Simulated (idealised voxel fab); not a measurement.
You're looking at the process module voxel released beams.
The cross-section on display is named cut; it measures 250 nm wide, and its cells are 5 nm squares.
Cross-section, as written here: a square-cell grid given band by band from the top down, where a band holds one or more rows of cells. Each band's line starts with the height of the band's top and of its bottom, in nm. Then come its materials from left to right, each with its width in nm. One material with "full width" fills the band from edge to edge. "blank" is empty space. We count height from 0. Below that, the starting wafer is all one material. The lowest band never ends at the bottom but goes on down; see "z 0 and below" for how that is written. A width such as "30->40" changes by the same amount from each row of cells to the next, from the band's top row to its bottom row. What does "changes: none" mean for a step? It means no cell of the cross-section changed in that step. In "Closed-off voids" the enclosed voids are listed, meaning empty spaces of 8 cells or larger without any opening to the top. The form is width x height at distance, distance from the left edge, units nm. Read whatever lies past the settings on a step's line as the simulator's own remark about the step. The optional step-line setting "overlay nm" applies to steps with a mask and quantifies how far to the right of its planned location the mask lay, a negative value indicating leftward placement.
Planned step list for the process:
step 1: RECEIVE (material Si)
step 2: CONFORMAL_DEP (material SiN; thk nm 10)
step 3: DIRECTIONAL_DEP (material SiO2; thk nm 15)
step 4: MASKED_ETCH (tone open; mask id ANCHOR; width nm 35; etch materials SiO2; depth nm 15; overlay nm 0)
step 5: CONFORMAL_DEP (material W; thk nm 15)
step 6: PATTERN (tone cover; mask id BEAM; material resist; width nm 110; thk nm 15; overlay nm 0)
step 7: DIRECTIONAL_ETCH (etch materials W; depth nm 15)
step 8: STRIP (etch materials resist)
step 9: STRIP (etch materials SiO2)
The following pertains to the first of two wafers, which was processed as planned:
Step 1 complete: cross-section of the wafer as received:
  z 0 and below | Si full width
  Closed-off voids: none
The wafer, seen in cross-section, after step 2:
  z 10 to 0 | SiN full width
  Rest of section, below 0: as before.
The wafer, seen in cross-section, after step 3:
  z 25 to 10 | SiO2 full width
  Rest of section, below 10: as before.
The wafer, seen in cross-section, after step 4:
  z 25 to 10 | SiO2=70, blank=35, SiO2=145
  Rest of section, below 10: as before.
The wafer, seen in cross-section, after step 5:
  z 40 to 25 | W=85, blank=5, W=160
  z 25 to 10 | SiO2=70, W=35, SiO2=145
  Rest of section, below 10: as before.
The wafer, seen in cross-section, after step 6:
  z 55 to 40 | blank=65, resist=110, blank=75
  z 40 to 25 | W=85, resist=5, W=160
  Rest of section, below 25: as before.
The wafer, seen in cross-section, after step 7:
  z 55 to 40 | blank=65, resist=110, blank=75
  z 40 to 25 | blank=65, W=20, resist=5, W=85, blank=75
  Rest of section, below 25: as before.
The wafer, seen in cross-section, after step 8:
  z 40 to 25 | blank=65, W=20, blank=5, W=85, blank=75
  Rest of section, below 25: as before.
The wafer, seen in cross-section, after step 9:
  z 40 to 25 | blank=65, W=20, blank=5, W=85, blank=75
  z 25 to 10 | blank=70, W=35, blank=145
  Rest of section, below 10: as before.
Second wafer, same starting state and plan as the first, one mistake in the run, identical through step 3:
Second wafer, section view, time point: scheduled end of step 4:
  z 25 to 10 | SiO2=75, blank=35, SiO2=140
  Rest of section, below 10: as before.
Second wafer, section view, time point: scheduled end of step 5:
  z 40 to 25 | W=90, blank=5, W=155
  z 25 to 10 | SiO2=75, W=35, SiO2=140
  Rest of section, below 10: as before.
Second wafer, section view, time point: scheduled end of step 6:
  z 55 to 40 | blank=65, resist=110, blank=75
  z 40 to 25 | W=90, resist=5, W=155
  Rest of section, below 25: as before.
Second wafer, section view, time point: scheduled end of step 7:
  z 55 to 40 | blank=65, resist=110, blank=75
  z 40 to 25 | blank=65, W=25, resist=5, W=80, blank=75
  Rest of section, below 25: as before.
Second wafer, section view, time point: scheduled end of step 8:
  z 40 to 25 | blank=65, W=25, blank=5, W=80, blank=75
  Rest of section, below 25: as before.
Second wafer, section view, time point: scheduled end of step 9:
  z 40 to 25 | blank=65, W=25, blank=5, W=80, blank=75
  z 25 to 10 | blank=75, W=35, blank=140
  Rest of section, below 10: as before.
Misprocessing identified: it should be noted that step 4 was executed with settings other than those planned, the operation and settings actually applied being MASKED_ETCH (tone open; mask id ANCHOR; width nm 35; etch materials SiO2; depth nm 15; overlay nm 5)
End check, second vs first wafer: material counts in cells match, positions do not.
